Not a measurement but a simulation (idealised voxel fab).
The following process module bears the name voxel wiring stack.
FYI the section here is cut, 205 nm wide, cells are 5 nm squares.
In what follows, cross-sections appear as grids of square cells, described through bands that run from the top down, where every band is one or more rows of cells.
The band entry comprises the height of the band's top followed by the height of its bottom, expressed in nm, and subsequently the band's materials from left to right, each stated together with its width in nm. Where a single material is marked with the word "all across", that material fills the band from edge to edge. The word "blank" represents empty space.
Height is counted from the level 0, under which the received wafer is composed throughout of one material. The lowest of the bands is not closed at the bottom but continues downward, in the notation "0 down".
Width "30 to 40": first value at the band's top row of cells, second value at its bottom row, equal change from row to row.
Key: "no alteration" - step with no changed cell in the cross-section.
Entry "Entrapped void list". Content: empty spaces with no open connection to the top, size 8 cells or greater. Each: width x height at distance. Distance: from left edge. Unit: nm.
What comes after the settings on a step's line is commentary from the simulator itself on that step.
You can add "overlay nm" to a step's line. For a step with a mask, it describes how far the mask lay to the right of its planned position, and a negative number describes a lay to the left.

Listed below are the process steps as planned:
1,RECEIVE: material Si
2,CONFORMAL_DEP: material SiO2, thk nm 10
3,CONFORMAL_DEP: material SiN, thk nm 5
4,DIRECTIONAL_DEP: material SiO2, thk nm 20
5,DIRECTIONAL_DEP: material aC, thk nm 15
6,PATTERN: tone open, mask id METAL_1, material resist, width nm 25, pitch nm 50, thk nm 35, overlay nm 0
7,DIRECTIONAL_ETCH: etch materials aC, depth nm 15
8,STRIP: etch materials resist
9,DIRECTIONAL_ETCH: etch materials SiO2, depth nm 20
10,DIRECTIONAL_ETCH: etch materials SiN, depth nm 5
11,STRIP: etch materials aC
12,CONFORMAL_DEP: material TiN, thk nm 5
13,FILL_DEP: material W, thk nm 5
14,CMP: height nm 35
15,EPI: material Ru, thk nm 5
16,FILL_DEP: material SiCN, thk nm 5
17,DIRECTIONAL_DEP: material lowk, thk nm 35
18,MASKED_ETCH: tone open, mask id METAL_2_HOLES, width nm 15, pitch nm 50, etch materials lowk, depth nm 35, overlay nm 0
19,MASKED_ETCH: tone open, mask id METAL_2, width nm 25, pitch nm 50, etch materials lowk, depth nm 20, overlay nm 0
20,MASKED_ETCH: tone open, mask id METAL_2, width nm 25, pitch nm 50, etch materials SiCN, depth nm 5, overlay nm 0
21,CONFORMAL_DEP: material TiN, thk nm 5
22,FILL_DEP: material Cu, thk nm 10
23,CMP: height nm 80
24,CONFORMAL_DEP: material SiCN, thk nm 5
25,DIRECTIONAL_DEP: material SiO2, thk nm 30
26,PATTERN: tone open, mask id METAL_3_HOLES, material resist, width nm 15, pitch nm 50, thk nm 15, overlay nm 0
27,DIRECTIONAL_ETCH: etch materials SiO2, depth nm 30
28,STRIP: etch materials resist
29,DIRECTIONAL_DEP: material aC, thk nm 15
30,PATTERN: tone open, mask id METAL_3, material resist, width nm 25, pitch nm 50, thk nm 35, overlay nm 0
31,DIRECTIONAL_ETCH: etch materials aC, depth nm 15
32,STRIP: etch materials resist
33,DIRECTIONAL_ETCH: etch materials SiO2, depth nm 20
34,DIRECTIONAL_ETCH: etch materials SiCN, depth nm 5
35,STRIP: etch materials aC
36,CONFORMAL_DEP: material TiN, thk nm 5
37,FILL_DEP: material Ru, thk nm 10
38,CMP: height nm 115
39,CONFORMAL_DEP: material SiCN, thk nm 5

The cross-section here shows the wafer as received, i.e. in its state after step 1:
* 0 down: Si all across
* Entrapped void list: none

Cross-sectional result after module completion. Note: starting condition and plan are unchanged from above; one processing mistake was made:
* 120 to 115: SiCN all across
* 115 to 100: SiO2 40 nm / TiN 5 nm / Ru 15 nm / TiN 5 nm / SiO2 25 nm / TiN 5 nm / Ru 15 nm / TiN 5 nm / SiO2 25 nm / TiN 5 nm / Ru 15 nm / TiN 5 nm / SiO2 40 nm
* 100 to 95: SiO2 40 nm / TiN 5 nm / Ru 5 nm / TiN 15 nm / SiO2 25 nm / TiN 5 nm / Ru 5 nm / TiN 15 nm / SiO2 25 nm / TiN 5 nm / Ru 5 nm / TiN 15 nm / SiO2 40 nm
* 95 to 85: SiO2 40 nm / TiN 5 nm / Ru 5 nm / TiN 5 nm / SiO2 35 nm / TiN 5 nm / Ru 5 nm / TiN 5 nm / SiO2 35 nm / TiN 5 nm / Ru 5 nm / TiN 5 nm / SiO2 50 nm
* 85 to 80: SiCN 40 nm / TiN 15 nm / SiCN 35 nm / TiN 15 nm / SiCN 35 nm / TiN 15 nm / SiCN 50 nm
* 80 to 65: lowk 40 nm / TiN 5 nm / Cu 15 nm / TiN 5 nm / lowk 25 nm / TiN 5 nm / Cu 15 nm / TiN 5 nm / lowk 25 nm / TiN 5 nm / Cu 15 nm / TiN 5 nm / lowk 40 nm
* 65 to 60: lowk 40 nm / TiN 5 nm / Cu 5 nm / TiN 15 nm / lowk 25 nm / TiN 5 nm / Cu 5 nm / TiN 15 nm / lowk 25 nm / TiN 5 nm / Cu 5 nm / TiN 15 nm / lowk 40 nm
* 60 to 45: lowk 40 nm / TiN 5 nm / Cu 5 nm / TiN 5 nm / lowk 35 nm / TiN 5 nm / Cu 5 nm / TiN 5 nm / lowk 35 nm / TiN 5 nm / Cu 5 nm / TiN 5 nm / lowk 50 nm
* 45 to 40: SiCN 40 nm / TiN 15 nm / SiCN 35 nm / TiN 15 nm / SiCN 35 nm / TiN 15 nm / SiCN 50 nm
* 40 to 35: SiCN 35 nm / Ru 35 nm / SiCN 15 nm / Ru 35 nm / SiCN 15 nm / Ru 35 nm / SiCN 35 nm
* 35 to 20: SiO2 40 nm / TiN 5 nm / W 15 nm / TiN 5 nm / SiO2 25 nm / TiN 5 nm / W 15 nm / TiN 5 nm / SiO2 25 nm / TiN 5 nm / W 15 nm / TiN 5 nm / SiO2 40 nm
* 20 to 15: SiO2 40 nm / TiN 25 nm / SiO2 25 nm / TiN 25 nm / SiO2 25 nm / TiN 25 nm / SiO2 40 nm
* 15 to 5: SiO2 all across
* 5 to 0: SiN all across
* 0 down: Si all across
* Entrapped void list: none
Processing error: contrary to the plan, steps 2 and 3 were processed in exchanged order
